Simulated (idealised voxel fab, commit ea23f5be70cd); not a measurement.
The following is a process module called voxel capacitor over wiring.
FYI the section here is cut, 225 nm wide, cells are 5 nm squares.
Cross-section layout: square cells on a grid; listed as bands, top to bottom; a band spans one or more cell rows.
It is stipulated that each band's entry specify, in nanometres, the height of the top of the band and then that of its bottom, followed by the materials of the band in left-to-right sequence, each together with its width in nanometres. A single material marked by the word "everywhere" is understood to fill the band from edge to edge; the word "blank" is understood to denote empty space.
Height datum 0, below which the as-received substrate wafer is one material. Lowest band open at the bottom, running downward: "z 0 and below".
A two-number width, for instance "30 to 40", indicates that the width is equal to the first number in the top row of the band and to the second number in the bottom row, and that it changes by a constant amount per row of cells.
No cell of the cross-section changed in a step that is given as "remains unaltered".
Under "Voids lacking openings" you'll find the enclosed gaps, the ones with no way out to the top, that are 8 cells or bigger; each reads width x height at distance, with distance counted from the left edge, everything in nm.
Step line, after settings: the simulator's comment on this step.
A step's line can hold "overlay nm"; with a mask on that step, the setting says how far right of the planned place the mask lay, while a negative setting says it lay to the left.
Set out below are the planned steps of the process:
| 1 | op RECEIVE | material Si |
| 2 | op CONFORMAL_DEP | material SiO2 | thk nm 15 |
| 3 | op CONFORMAL_DEP | material SiN | thk nm 5 |
| 4 | op DIRECTIONAL_DEP | material SiO2 | thk nm 15 |
| 5 | op DIRECTIONAL_DEP | material aC | thk nm 10 |
| 6 | op PATTERN | tone open | mask id METAL_1 | material resist | width nm 20 | pitch nm 90 | thk nm 25 | overlay nm 0 |
| 7 | op DIRECTIONAL_ETCH | etch materials aC | depth nm 10 |
| 8 | op STRIP | etch materials resist |
| 9 | op DIRECTIONAL_ETCH | etch materials SiO2 | depth nm 15 |
| 10 | op DIRECTIONAL_ETCH | etch materials SiN | depth nm 5 |
| 11 | op STRIP | etch materials aC |
| 12 | op CONFORMAL_DEP | material TiN | thk nm 5 |
| 13 | op FILL_DEP | material Cu | thk nm 10 |
| 14 | op CMP | height nm 35 |
| 15 | op EPI | material Ru | thk nm 5 |
| 16 | op FILL_DEP | material SiCN | thk nm 5 |
| 17 | op DIRECTIONAL_DEP | material SiO2 | thk nm 20 |
| 18 | op PATTERN | tone open | mask id PLUG_1 | material resist | width nm 15 | thk nm 15 | overlay nm 0 |
| 19 | op DIRECTIONAL_ETCH | etch materials SiO2 | depth nm 20 |
| 20 | op DIRECTIONAL_ETCH | etch materials SiCN | depth nm 5 |
| 21 | op STRIP | etch materials resist |
| 22 | op EPI | material Ru | thk nm 10 |
| 23 | op EPI | material Ru | thk nm 10 |
| 24 | op EPI | material Ru | thk nm 5 |
| 25 | op DIRECTIONAL_DEP | material TiN | thk nm 10 |
| 26 | op DIRECTIONAL_DEP | material SiN | thk nm 5 |
| 27 | op DIRECTIONAL_DEP | material TiN | thk nm 5 |
| 28 | op MASKED_ETCH | tone cover | mask id UPPER_PLATE | width nm 75 | etch materials TiN | depth nm 5 | overlay nm 0 |
| 29 | op MASKED_ETCH | tone cover | mask id UPPER_PLATE | width nm 75 | etch materials SiN | depth nm 5 | overlay nm 0 |
| 30 | op PATTERN | tone cover | mask id LOWER_PLATE | material resist | width nm 85 | thk nm 15 | overlay nm 0 |
| 31 | op DIRECTIONAL_ETCH | etch materials TiN | depth nm 10 |
| 32 | op STRIP | etch materials resist |
| 33 | op FILL_DEP | material SiO2 | thk nm 20 |
| 34 | op CMP | height nm 100 |
| 35 | op MASKED_ETCH | tone open | mask id PLUG_2 | width nm 15 | etch materials SiO2 | depth nm 15 | overlay nm 0 |
| 36 | op CONFORMAL_DEP | material TiN | thk nm 5 |
| 37 | op FILL_DEP | material Cu | thk nm 5 |
| 38 | op CMP | height nm 100 |
| 39 | op CONFORMAL_DEP | material SiCN | thk nm 5 |
The first of two wafers, run as planned:
Cross-sectional view of the wafer in its as-received condition, corresponding to the state after step 1:
	z 0 and below | Si everywhere
	Voids lacking openings: none
State of the wafer after step 2, shown in cross-section:
	z 15 to 0 | SiO2 everywhere
	Below 0, the layers are the same as they were.
State of the wafer after step 3, shown in cross-section:
	z 20 to 15 | SiN everywhere
	Below 15, the layers are the same as they were.
State of the wafer after step 4, shown in cross-section:
	z 35 to 20 | SiO2 everywhere
	Below 20, the layers are the same as they were.
State of the wafer after step 5, shown in cross-section:
	z 45 to 35 | aC everywhere
	Below 35, the layers are the same as they were.
State of the wafer after step 6, shown in cross-section:
	z 70 to 45 | resist: 55, blank: 20, resist: 70, blank: 20, resist: 60
	Below 45, the layers are the same as they were.
State of the wafer after step 7, shown in cross-section:
	z 60 to 45 | resist: 55, blank: 20, resist: 70, blank: 20, resist: 60
	z 45 to 35 | aC: 55, blank: 20, aC: 70, blank: 20, aC: 60
	Below 35, the layers are the same as they were.
State of the wafer after step 8, shown in cross-section:
	z 45 to 35 | aC: 55, blank: 20, aC: 70, blank: 20, aC: 60
	Below 35, the layers are the same as they were.
State of the wafer after step 9, shown in cross-section:
	z 45 to 35 | aC: 55, blank: 20, aC: 70, blank: 20, aC: 60
	z 35 to 20 | SiO2: 55, blank: 20, SiO2: 70, blank: 20, SiO2: 60
	Below 20, the layers are the same as they were.
State of the wafer after step 10, shown in cross-section:
	z 45 to 35 | aC: 55, blank: 20, aC: 70, blank: 20, aC: 60
	z 35 to 20 | SiO2: 55, blank: 20, SiO2: 70, blank: 20, SiO2: 60
	z 20 to 15 | SiN: 55, blank: 20, SiN: 70, blank: 20, SiN: 60
	Below 15, the layers are the same as they were.
State of the wafer after step 11, shown in cross-section:
	z 35 to 20 | SiO2: 55, blank: 20, SiO2: 70, blank: 20, SiO2: 60
	Below 20, the layers are the same as they were.
State of the wafer after step 12, shown in cross-section:
	z 40 to 35 | TiN: 60, blank: 10, TiN: 80, blank: 10, TiN: 65
	z 35 to 20 | SiO2: 55, TiN: 5, blank: 10, TiN: 5, SiO2: 70, TiN: 5, blank: 10, TiN: 5, SiO2: 60
	z 20 to 15 | SiN: 55, TiN: 20, SiN: 70, TiN: 20, SiN: 60
	Below 15, the layers are the same as they were.
State of the wafer after step 13, shown in cross-section:
	z 50 to 40 | Cu everywhere
	z 40 to 35 | TiN: 60, Cu: 10, TiN: 80, Cu: 10, TiN: 65
	z 35 to 20 | SiO2: 55, TiN: 5, Cu: 10, TiN: 5, SiO2: 70, TiN: 5, Cu: 10, TiN: 5, SiO2: 60
	Below 20, the layers are the same as they were.
State of the wafer after step 14, shown in cross-section:
	z 35 to 20 | SiO2: 55, TiN: 5, Cu: 10, TiN: 5, SiO2: 70, TiN: 5, Cu: 10, TiN: 5, SiO2: 60
	Below 20, the layers are the same as they were.
State of the wafer after step 15, shown in cross-section:
	z 40 to 35 | blank: 50, Ru: 30, blank: 60, Ru: 30, blank: 55
	Below 35, the layers are the same as they were.
State of the wafer after step 16, shown in cross-section:
	z 45 to 40 | SiCN everywhere
	z 40 to 35 | SiCN: 50, Ru: 30, SiCN: 60, Ru: 30, SiCN: 55
	Below 35, the layers are the same as they were.
State of the wafer after step 17, shown in cross-section:
	z 65 to 45 | SiO2 everywhere
	Below 45, the layers are the same as they were.
State of the wafer after step 18, shown in cross-section:
	z 80 to 65 | resist: 60, blank: 15, resist: 150
	Below 65, the layers are the same as they were.
State of the wafer after step 19, shown in cross-section:
	z 80 to 65 | resist: 60, blank: 15, resist: 150
	z 65 to 45 | SiO2: 60, blank: 15, SiO2: 150
	Below 45, the layers are the same as they were.
State of the wafer after step 20, shown in cross-section:
	z 80 to 65 | resist: 60, blank: 15, resist: 150
	z 65 to 45 | SiO2: 60, blank: 15, SiO2: 150
	z 45 to 40 | SiCN: 60, blank: 15, SiCN: 150
	Below 40, the layers are the same as they were.
State of the wafer after step 21, shown in cross-section:
	z 65 to 45 | SiO2: 60, blank: 15, SiO2: 150
	Below 45, the layers are the same as they were.
State of the wafer after step 22, shown in cross-section:
	z 65 to 50 | SiO2: 60, blank: 15, SiO2: 150
	z 50 to 45 | SiO2: 60, Ru: 15, SiO2: 150
	z 45 to 40 | SiCN: 60, Ru: 15, SiCN: 150
	Below 40, the layers are the same as they were.
State of the wafer after step 23, shown in cross-section:
	z 65 to 60 | SiO2: 60, blank: 15, SiO2: 150
	z 60 to 45 | SiO2: 60, Ru: 15, SiO2: 150
	Below 45, the layers are the same as they were.
State of the wafer after step 24, shown in cross-section:
	z 65 to 45 | SiO2: 60, Ru: 15, SiO2: 150
	Below 45, the layers are the same as they were.
State of the wafer after step 25, shown in cross-section:
	z 75 to 65 | TiN everywhere
	Below 65, the layers are the same as they were.
State of the wafer after step 26, shown in cross-section:
	z 80 to 75 | SiN everywhere
	Below 75, the layers are the same as they were.
State of the wafer after step 27, shown in cross-section:
	z 85 to 80 | TiN everywhere
	Below 80, the layers are the same as they were.
State of the wafer after step 28, shown in cross-section:
	z 85 to 80 | blank: 60, TiN: 75, blank: 90
	Below 80, the layers are the same as they were.
State of the wafer after step 29, shown in cross-section:
	z 85 to 80 | blank: 60, TiN: 75, blank: 90
	z 80 to 75 | blank: 60, SiN: 75, blank: 90
	Below 75, the layers are the same as they were.
State of the wafer after step 30, shown in cross-section:
	z 100 to 85 | blank: 55, resist: 85, blank: 85
	z 85 to 80 | blank: 55, resist: 5, TiN: 75, resist: 5, blank: 85
	z 80 to 75 | blank: 55, resist: 5, SiN: 75, resist: 5, blank: 85
	Below 75, the layers are the same as they were.
State of the wafer after step 31, shown in cross-section:
	z 100 to 85 | blank: 55, resist: 85, blank: 85
	z 85 to 80 | blank: 55, resist: 5, TiN: 75, resist: 5, blank: 85
	z 80 to 75 | blank: 55, resist: 5, SiN: 75, resist: 5, blank: 85
	z 75 to 65 | blank: 55, TiN: 85, blank: 85
	Below 65, the layers are the same as they were.
State of the wafer after step 32, shown in cross-section:
	z 85 to 80 | blank: 60, TiN: 75, blank: 90
	z 80 to 75 | blank: 60, SiN: 75, blank: 90
	Below 75, the layers are the same as they were.
State of the wafer after step 33, shown in cross-section:
	z 105 to 85 | SiO2 everywhere
	z 85 to 80 | SiO2: 60, TiN: 75, SiO2: 90
	z 80 to 75 | SiO2: 60, SiN: 75, SiO2: 90
	z 75 to 65 | SiO2: 55, TiN: 85, SiO2: 85
	Below 65, the layers are the same as they were.
State of the wafer after step 34, shown in cross-section:
	z 100 to 85 | SiO2 everywhere
	Below 85, the layers are the same as they were.
State of the wafer after step 35, shown in cross-section:
	z 100 to 85 | SiO2: 70, blank: 15, SiO2: 140
	Below 85, the layers are the same as they were.
State of the wafer after step 36, shown in cross-section:
	z 105 to 100 | TiN: 75, blank: 5, TiN: 145
	z 100 to 90 | SiO2: 70, TiN: 5, blank: 5, TiN: 5, SiO2: 140
	z 90 to 80 | SiO2: 70 to 60, TiN: 15 to 75, SiO2: 140 to 90
	Below 80, the layers are the same as they were.
State of the wafer after step 37, shown in cross-section:
	z 110 to 105 | Cu everywhere
	z 105 to 100 | TiN: 75, Cu: 5, TiN: 145
	z 100 to 90 | SiO2: 70, TiN: 5, Cu: 5, TiN: 5, SiO2: 140
	Below 90, the layers are the same as they were.
State of the wafer after step 38, shown in cross-section:
	z 100 to 90 | SiO2: 70, TiN: 5, Cu: 5, TiN: 5, SiO2: 140
	Below 90, the layers are the same as they were.
State of the wafer after step 39, shown in cross-section:
	z 105 to 100 | SiCN everywhere
	Below 100, the layers are the same as they were.
Okay, second wafer. Nothing different at the start, nothing different in the plan, just one mistake somewhere in the running. As far as step 21, counting that step, it's the first wafer all over again:
Cross-section of the second wafer at the time step 23 of the plan should have ended:
	z 70 to 65 | blank: 55, Ru: 25, blank: 145
	z 65 to 45 | SiO2: 60, Ru: 15, SiO2: 150
	z 45 to 40 | SiCN: 60, Ru: 15, SiCN: 150
	Below 40, the layers are the same as they were.
Cross-section of the second wafer at the time step 24 of the plan should have ended:
	z 75 to 65 | blank: 50, Ru: 35, blank: 140
	Below 65, the layers are the same as they were.
Cross-section of the second wafer at the time step 25 of the plan should have ended:
	z 85 to 75 | blank: 50, TiN: 35, blank: 140
	z 75 to 65 | TiN: 50, Ru: 35, TiN: 140
	Below 65, the layers are the same as they were.
Cross-section of the second wafer at the time step 26 of the plan should have ended:
	z 90 to 85 | blank: 50, SiN: 35, blank: 140
	z 85 to 80 | blank: 50, TiN: 35, blank: 140
	z 80 to 75 | SiN: 50, TiN: 35, SiN: 140
	Below 75, the layers are the same as they were.
Cross-section of the second wafer at the time step 27 of the plan should have ended:
	z 95 to 90 | blank: 50, TiN: 35, blank: 140
	z 90 to 85 | blank: 50, SiN: 35, blank: 140
	z 85 to 80 | TiN everywhere
	Below 80, the layers are the same as they were.
Cross-section of the second wafer at the time step 28 of the plan should have ended:
	z 95 to 90 | blank: 60, TiN: 25, blank: 140
	z 90 to 85 | blank: 50, SiN: 35, blank: 140
	z 85 to 80 | blank: 50, TiN: 85, blank: 90
	Below 80, the layers are the same as they were.
Cross-section of the second wafer at the time step 29 of the plan should have ended:
	z 95 to 90 | blank: 60, TiN: 25, blank: 140
	z 90 to 85 | blank: 60, SiN: 25, blank: 140
	z 85 to 80 | blank: 50, TiN: 85, blank: 90
	z 80 to 75 | blank: 50, TiN: 35, SiN: 50, blank: 90
	Below 75, the layers are the same as they were.
Cross-section of the second wafer at the time step 30 of the plan should have ended:
	z 110 to 95 | blank: 55, resist: 85, blank: 85
	z 95 to 90 | blank: 55, resist: 5, TiN: 25, resist: 55, blank: 85
	z 90 to 85 | blank: 55, resist: 5, SiN: 25, resist: 55, blank: 85
	z 85 to 80 | blank: 50, TiN: 85, resist: 5, blank: 85
	z 80 to 75 | blank: 50, TiN: 35, SiN: 50, resist: 5, blank: 85
	Below 75, the layers are the same as they were.
Cross-section of the second wafer at the time step 31 of the plan should have ended:
	z 110 to 95 | blank: 55, resist: 85, blank: 85
	z 95 to 90 | blank: 55, resist: 5, TiN: 25, resist: 55, blank: 85
	z 90 to 85 | blank: 55, resist: 5, SiN: 25, resist: 55, blank: 85
	z 85 to 80 | blank: 55, TiN: 80, resist: 5, blank: 85
	z 80 to 75 | blank: 55, TiN: 30, SiN: 50, resist: 5, blank: 85
	z 75 to 65 | blank: 50, Ru: 35, TiN: 55, blank: 85
	Below 65, the layers are the same as they were.
Cross-section of the second wafer at the time step 32 of the plan should have ended:
	z 95 to 90 | blank: 60, TiN: 25, blank: 140
	z 90 to 85 | blank: 60, SiN: 25, blank: 140
	z 85 to 80 | blank: 55, TiN: 80, blank: 90
	z 80 to 75 | blank: 55, TiN: 30, SiN: 50, blank: 90
	Below 75, the layers are the same as they were.
Cross-section of the second wafer at the time step 33 of the plan should have ended:
	z 115 to 95 | SiO2 everywhere
	z 95 to 90 | SiO2: 60, TiN: 25, SiO2: 140
	z 90 to 85 | SiO2: 60, SiN: 25, SiO2: 140
	z 85 to 80 | SiO2: 55, TiN: 80, SiO2: 90
	z 80 to 75 | SiO2: 55, TiN: 30, SiN: 50, SiO2: 90
	z 75 to 65 | SiO2: 50, Ru: 35, TiN: 55, SiO2: 85
	Below 65, the layers are the same as they were.
Cross-section of the second wafer at the time step 34 of the plan should have ended:
	z 100 to 95 | SiO2 everywhere
	Below 95, the layers are the same as they were.
Cross-section of the second wafer at the time step 35 of the plan should have ended:
	z 100 to 95 | SiO2: 70, blank: 15, SiO2: 140
	Below 95, the layers are the same as they were.
Cross-section of the second wafer at the time step 36 of the plan should have ended:
	z 105 to 100 | TiN: 75, blank: 5, TiN: 145
	z 100 to 90 | SiO2: 70 to 60, TiN: 15 to 25, SiO2: 140
	Below 90, the layers are the same as they were.
Cross-section of the second wafer at the time step 37 of the plan should have ended:
	z 110 to 105 | Cu everywhere
	z 105 to 100 | TiN: 75, Cu: 5, TiN: 145
	Below 100, the layers are the same as they were.
Cross-section of the second wafer at the time step 38 of the plan should have ended:
	z 100 to 90 | SiO2: 70 to 60, TiN: 15 to 25, SiO2: 140
	Below 90, the layers are the same as they were.
Cross-section of the second wafer at the time step 39 of the plan should have ended:
	z 105 to 100 | SiCN everywhere
	Below 100, the layers are the same as they were.
what went wrong: one of the identical process steps 22 and 23 has been performed twice, and it is not possible to determine which
FYI, end of process, the second wafer has more or fewer cells of some materials than the first: 2 fewer of Cu, 14 more of Ru, 8 fewer of SiO2, 4 fewer of TiN
